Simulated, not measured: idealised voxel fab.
The document below concerns the process module designated voxel self aligned contacts.
This is section cut - it's 245 nm across, gridded in 5 nm square cells.
If you're reading a cross-section in this doc, picture square cells in a grid; it comes to you as bands, top ones listed first down to the bottom, and a band can be one or more rows of cells. Per band: top height and bottom height in nm, followed by the left-to-right materials and their widths in nm; "everywhere" marks a single material spanning edge to edge, "blank" marks empty space. A quick word on heights: they are counted from 0, and under that level the wafer as it came to us is one material throughout. The lowest band is different from the rest in having no bottom; it simply continues downward, written as in "0 nm and below". You'd read "30 to 40" like this: the band's top row of cells is as wide as the first number, its bottom row is as wide as the second, and going down, every row changes width by the same amount as the row before did. "stayed the same" -> step changed no cross-section cell. For the entry "Enclosed internal cavities", the listed items are empty spaces with no open way to the top whose size is 8 cells or more; each item follows the pattern width x height at distance, where distance is from the left edge and all three are in nm. Formally, on a step line, whatever follows the settings is a remark that the simulator itself makes on the step. overlay nm: on a step with a mask, how far right of its planned place the mask lay; negative means left.

[These are the steps we planned for the process]
1) RECEIVE, material Si
2) OXIDIZE, depth nm 5
3) DIRECTIONAL_DEP, material polySi, thk nm 30
4) DIRECTIONAL_DEP, material SiN, thk nm 25
5) DIRECTIONAL_DEP, material aC, thk nm 10
6) PATTERN, tone cover, mask id GATE, material resist, width nm 25, pitch nm 65, thk nm 25, overlay nm 0
7) DIRECTIONAL_ETCH, etch materials aC, depth nm 10
8) STRIP, etch materials resist
9) DIRECTIONAL_ETCH, etch materials SiN, depth nm 25
10) DIRECTIONAL_ETCH, etch materials polySi, depth nm 30
11) STRIP, etch materials aC
12) CONFORMAL_DEP, material SiN, thk nm 10
13) DIRECTIONAL_ETCH, etch materials SiN, depth nm 10
14) FILL_DEP, material SiO2, thk nm 20
15) CMP, height nm 65
16) PATTERN, tone open, mask id CONTACT, material resist, width nm 50, thk nm 15, overlay nm 0
17) DIRECTIONAL_ETCH, etch materials SiO2, depth nm 70
18) STRIP, etch materials resist
19) CONFORMAL_DEP, material TiN, thk nm 5
20) FILL_DEP, material W, thk nm 5
21) CMP, height nm 65
22) CONFORMAL_DEP, material SiN, thk nm 5

[First wafer out of two, processed as planned]

[Cross-section of the wafer at receipt, which is the condition after step 1]
0 nm and below: Si everywhere
Enclosed internal cavities: none

[Step 2 complete: cross-section through the wafer]
0 nm to -5 nm: SiO2 everywhere
Under the height -5 nothing was changed.

[Step 3 complete: cross-section through the wafer]
30 nm to 0 nm: polySi everywhere
Under the height 0 nothing was changed.

[Step 4 complete: cross-section through the wafer]
55 nm to 30 nm: SiN everywhere
Under the height 30 nothing was changed.

[Step 5 complete: cross-section through the wafer]
65 nm to 55 nm: aC everywhere
Under the height 55 nothing was changed.

[Step 6 complete: cross-section through the wafer]
90 nm to 65 nm: blank 75  resist 25  blank 40  resist 25  blank 80
Under the height 65 nothing was changed.

[Step 7 complete: cross-section through the wafer]
80 nm to 65 nm: blank 75  resist 25  blank 40  resist 25  blank 80
65 nm to 55 nm: blank 75  aC 25  blank 40  aC 25  blank 80
Under the height 55 nothing was changed.

[Step 8 complete: cross-section through the wafer]
65 nm to 55 nm: blank 75  aC 25  blank 40  aC 25  blank 80
Under the height 55 nothing was changed.

[Step 9 complete: cross-section through the wafer]
65 nm to 55 nm: blank 75  aC 25  blank 40  aC 25  blank 80
55 nm to 30 nm: blank 75  SiN 25  blank 40  SiN 25  blank 80
Under the height 30 nothing was changed.

[Step 10 complete: cross-section through the wafer]
65 nm to 55 nm: blank 75  aC 25  blank 40  aC 25  blank 80
55 nm to 30 nm: blank 75  SiN 25  blank 40  SiN 25  blank 80
30 nm to 0 nm: blank 75  polySi 25  blank 40  polySi 25  blank 80
Under the height 0 nothing was changed.

[Step 11 complete: cross-section through the wafer]
55 nm to 30 nm: blank 75  SiN 25  blank 40  SiN 25  blank 80
Under the height 30 nothing was changed.

[Step 12 complete: cross-section through the wafer]
65 nm to 30 nm: blank 65  SiN 45  blank 20  SiN 45  blank 70
30 nm to 10 nm: blank 65  SiN 10  polySi 25  SiN 10  blank 20  SiN 10  polySi 25  SiN 10  blank 70
10 nm to 0 nm: SiN 75  polySi 25  SiN 40  polySi 25  SiN 80
Under the height 0 nothing was changed.

[Step 13 complete: cross-section through the wafer]
55 nm to 30 nm: blank 65  SiN 45  blank 20  SiN 45  blank 70
30 nm to 0 nm: blank 65  SiN 10  polySi 25  SiN 10  blank 20  SiN 10  polySi 25  SiN 10  blank 70
Under the height 0 nothing was changed.

[Step 14 complete: cross-section through the wafer]
75 nm to 55 nm: SiO2 everywhere
55 nm to 30 nm: SiO2 65  SiN 45  SiO2 20  SiN 45  SiO2 70
30 nm to 0 nm: SiO2 65  SiN 10  polySi 25  SiN 10  SiO2 20  SiN 10  polySi 25  SiN 10  SiO2 70
Under the height 0 nothing was changed.

[Step 15 complete: cross-section through the wafer]
65 nm to 55 nm: SiO2 everywhere
Under the height 55 nothing was changed.

[Step 16 complete: cross-section through the wafer]
80 nm to 65 nm: resist 95  blank 50  resist 100
Under the height 65 nothing was changed.

[Step 17 complete: cross-section through the wafer]
80 nm to 65 nm: resist 95  blank 50  resist 100
65 nm to 55 nm: SiO2 95  blank 50  SiO2 100
55 nm to 30 nm: SiO2 65  SiN 45  blank 20  SiN 45  SiO2 70
30 nm to 0 nm: SiO2 65  SiN 10  polySi 25  SiN 10  blank 20  SiN 10  polySi 25  SiN 10  SiO2 70
0 nm to -5 nm: SiO2 110  blank 20  SiO2 115
Under the height -5 nothing was changed.

[Step 18 complete: cross-section through the wafer]
65 nm to 55 nm: SiO2 95  blank 50  SiO2 100
Under the height 55 nothing was changed.

[Step 19 complete: cross-section through the wafer]
70 nm to 65 nm: TiN 100  blank 40  TiN 105
65 nm to 55 nm: SiO2 95  TiN 5 to 20  blank 40 to 10  TiN 5 to 20  SiO2 100
55 nm to 30 nm: SiO2 65  SiN 45  TiN 5  blank 10  TiN 5  SiN 45  SiO2 70
30 nm to 0 nm: SiO2 65  SiN 10  polySi 25  SiN 10  TiN 5  blank 10  TiN 5  SiN 10  polySi 25  SiN 10  SiO2 70
0 nm to -5 nm: SiO2 110  TiN 20  SiO2 115
Under the height -5 nothing was changed.

[Step 20 complete: cross-section through the wafer]
75 nm to 70 nm: W everywhere
70 nm to 65 nm: TiN 100  W 40  TiN 105
65 nm to 55 nm: SiO2 95  TiN 5 to 20  W 40 to 10  TiN 5 to 20  SiO2 100
55 nm to 30 nm: SiO2 65  SiN 45  TiN 5  W 10  TiN 5  SiN 45  SiO2 70
30 nm to 0 nm: SiO2 65  SiN 10  polySi 25  SiN 10  TiN 5  W 10  TiN 5  SiN 10  polySi 25  SiN 10  SiO2 70
Under the height 0 nothing was changed.

[Step 21 complete: cross-section through the wafer]
65 nm to 55 nm: SiO2 95  TiN 5 to 20  W 40 to 10  TiN 5 to 20  SiO2 100
Under the height 55 nothing was changed.

[Step 22 complete: cross-section through the wafer]
70 nm to 65 nm: SiN everywhere
Under the height 65 nothing was changed.

[Here the second wafer is described. Its start and its plan were those of the first wafer. Its run contained one mistake. Up to and including step 15, it did exactly what the first wafer did]

[Planned end of step 16: second wafer, cross-section]
80 nm to 65 nm: resist 100  blank 50  resist 95
Under the height 65 nothing was changed.

[Planned end of step 17: second wafer, cross-section]
80 nm to 65 nm: resist 100  blank 50  resist 95
65 nm to 55 nm: SiO2 100  blank 50  SiO2 95
55 nm to 30 nm: SiO2 65  SiN 45  blank 20  SiN 45  SiO2 70
30 nm to 0 nm: SiO2 65  SiN 10  polySi 25  SiN 10  blank 20  SiN 10  polySi 25  SiN 10  SiO2 70
0 nm to -5 nm: SiO2 110  blank 20  SiO2 115
Under the height -5 nothing was changed.

[Planned end of step 18: second wafer, cross-section]
65 nm to 55 nm: SiO2 100  blank 50  SiO2 95
Under the height 55 nothing was changed.

[Planned end of step 19: second wafer, cross-section]
70 nm to 65 nm: TiN 105  blank 40  TiN 100
65 nm to 55 nm: SiO2 100  TiN 5 to 15  blank 40 to 10  TiN 5 to 25  SiO2 95
55 nm to 30 nm: SiO2 65  SiN 45  TiN 5  blank 10  TiN 5  SiN 45  SiO2 70
30 nm to 0 nm: SiO2 65  SiN 10  polySi 25  SiN 10  TiN 5  blank 10  TiN 5  SiN 10  polySi 25  SiN 10  SiO2 70
0 nm to -5 nm: SiO2 110  TiN 20  SiO2 115
Under the height -5 nothing was changed.

[Planned end of step 20: second wafer, cross-section]
75 nm to 70 nm: W everywhere
70 nm to 65 nm: TiN 105  W 40  TiN 100
65 nm to 55 nm: SiO2 100  TiN 5 to 15  W 40 to 10  TiN 5 to 25  SiO2 95
55 nm to 30 nm: SiO2 65  SiN 45  TiN 5  W 10  TiN 5  SiN 45  SiO2 70
30 nm to 0 nm: SiO2 65  SiN 10  polySi 25  SiN 10  TiN 5  W 10  TiN 5  SiN 10  polySi 25  SiN 10  SiO2 70
Under the height 0 nothing was changed.

[Planned end of step 21: second wafer, cross-section]
65 nm to 55 nm: SiO2 100  TiN 5 to 15  W 40 to 10  TiN 5 to 25  SiO2 95
Under the height 55 nothing was changed.

[Planned end of step 22: second wafer, cross-section]
70 nm to 65 nm: SiN everywhere
Under the height 65 nothing was changed.
what went wrong: off-plan run, step 16, actual operation and settings PATTERN, tone open, mask id CONTACT, material resist, width nm 50, thk nm 15, overlay nm 5
Final state: per-material cell counts identical on both wafers; locations differ.
